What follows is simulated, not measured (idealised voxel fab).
Proc. module: voxel air gaps
For reference, the cross-section in this document is cut, with width 155 nm and square cells of 5 nm.
A cross-section in this document is a grid of square cells, and it is written down as bands, the top band listed before the ones below it; a band is made up of one or more rows of cells.
Heights first: top, then bottom, in nm. Then materials, left to right, each with a width in nm. "full width" on a single material: fills the band edge to edge. "empty": empty space.
Convention: height 0 is the level below which the wafer, as received, is all one material. The lowest band does not terminate at the bottom but continues downward, represented as "0 nm and below".
Top row gets the first number, bottom row gets the second, and each row in between changes by the same step: that is how a band width like "30..40" works.
No cell of the cross-section changed in a step that is given as "no modification".
Heads up: "Sealed internal voids" only lists the empty pockets with no open path to the top that are 8 cells or more, and it writes them as width x height at distance, distance from the left edge, in nm.
What comes after the settings on a step's line is commentary from the simulator itself on that step.
If you see "overlay nm" on a step's line and that step has a mask, it's telling you how far right of where it was planned the mask ended up; a negative number means it went left instead.
### This section lists the process steps that were planned
| 1 | op RECEIVE | material Si |
| 2 | op CONFORMAL_DEP | material SiO2 | thk nm 15 |
| 3 | op CONFORMAL_DEP | material SiCN | thk nm 5 |
| 4 | op DIRECTIONAL_DEP | material lowk | thk nm 35 |
| 5 | op PATTERN | tone open | mask id LINES | material resist | width nm 15 | pitch nm 40 | thk nm 15 | overlay nm 0 |
| 6 | op DIRECTIONAL_ETCH | etch materials lowk | depth nm 35 |
| 7 | op STRIP | etch materials resist |
| 8 | op CONFORMAL_DEP | material TiN | thk nm 5 |
| 9 | op FILL_DEP | material W | thk nm 5 |
| 10 | op CMP | height nm 55 |
| 11 | op EPI | material Ru | thk nm 10 |
| 12 | op SELECTIVE_ETCH | etch materials lowk | depth nm 45 |
| 13 | op CONFORMAL_DEP | material SiCN | thk nm 5 |
### Cross-section of the wafer as it came to us, i.e., already through step 1
* 0 nm and below | Si full width
* Sealed internal voids: none
### Cross-section, first of two wafers, end of module, run as planned
* 70 nm to 65 nm | 15 nm empty, then 125 nm SiCN, then 15 nm empty
* 65 nm to 55 nm | 15 nm empty, then 5 nm SiCN, then 35 nm Ru, then 5 nm SiCN, then 35 nm Ru, then 5 nm SiCN, then 35 nm Ru, then 5 nm SiCN, then 15 nm empty
* 55 nm to 50 nm | 15 nm empty, then 15 nm SiCN, then 5 nm TiN, then 5 nm W, then 5 nm TiN, then 25 nm SiCN, then 5 nm TiN, then 5 nm W, then 5 nm TiN, then 25 nm SiCN, then 5 nm TiN, then 5 nm W, then 5 nm TiN, then 15 nm SiCN, then 15 nm empty
* 50 nm to 25 nm | 25 nm empty, then 5 nm SiCN, then 5 nm TiN, then 5 nm W, then 5 nm TiN, then 5 nm SiCN, then 15 nm empty, then 5 nm SiCN, then 5 nm TiN, then 5 nm W, then 5 nm TiN, then 5 nm SiCN, then 15 nm empty, then 5 nm SiCN, then 5 nm TiN, then 5 nm W, then 5 nm TiN, then 5 nm SiCN, then 25 nm empty
* 25 nm to 20 nm | 30 nm SiCN, then 15 nm TiN, then 25 nm SiCN, then 15 nm TiN, then 25 nm SiCN, then 15 nm TiN, then 30 nm SiCN
* 20 nm to 15 nm | SiCN full width
* 15 nm to 0 nm | SiO2 full width
* 0 nm and below | Si full width
* Sealed internal voids: 15 x 25 at 50; 15 x 25 at 90
### Second wafer through the module, sectioned at the end: same beginning and same plan as the first wafer, with one mistake in carrying it out
* 70 nm to 65 nm | 20 nm empty, then 125 nm SiCN, then 10 nm empty
* 65 nm to 55 nm | 20 nm empty, then 5 nm SiCN, then 35 nm Ru, then 5 nm SiCN, then 35 nm Ru, then 5 nm SiCN, then 35 nm Ru, then 5 nm SiCN, then 10 nm empty
* 55 nm to 50 nm | 20 nm empty, then 15 nm SiCN, then 5 nm TiN, then 5 nm W, then 5 nm TiN, then 25 nm SiCN, then 5 nm TiN, then 5 nm W, then 5 nm TiN, then 25 nm SiCN, then 5 nm TiN, then 5 nm W, then 5 nm TiN, then 15 nm SiCN, then 10 nm empty
* 50 nm to 25 nm | 30 nm empty, then 5 nm SiCN, then 5 nm TiN, then 5 nm W, then 5 nm TiN, then 5 nm SiCN, then 15 nm empty, then 5 nm SiCN, then 5 nm TiN, then 5 nm W, then 5 nm TiN, then 5 nm SiCN, then 15 nm empty, then 5 nm SiCN, then 5 nm TiN, then 5 nm W, then 5 nm TiN, then 5 nm SiCN, then 20 nm empty
* 25 nm to 20 nm | 35 nm SiCN, then 15 nm TiN, then 25 nm SiCN, then 15 nm TiN, then 25 nm SiCN, then 15 nm TiN, then 25 nm SiCN
* 20 nm to 15 nm | SiCN full width
* 15 nm to 0 nm | SiO2 full width
* 0 nm and below | Si full width
* Sealed internal voids: 15 x 25 at 55; 15 x 25 at 95
Finding, execution versus plan: step 5: run off-plan, actual operation and settings op PATTERN | tone open | mask id LINES | material resist | width nm 15 | pitch nm 40 | thk nm 15 | overlay nm 5
Both wafers, final: cells per material equal; arrangement not.
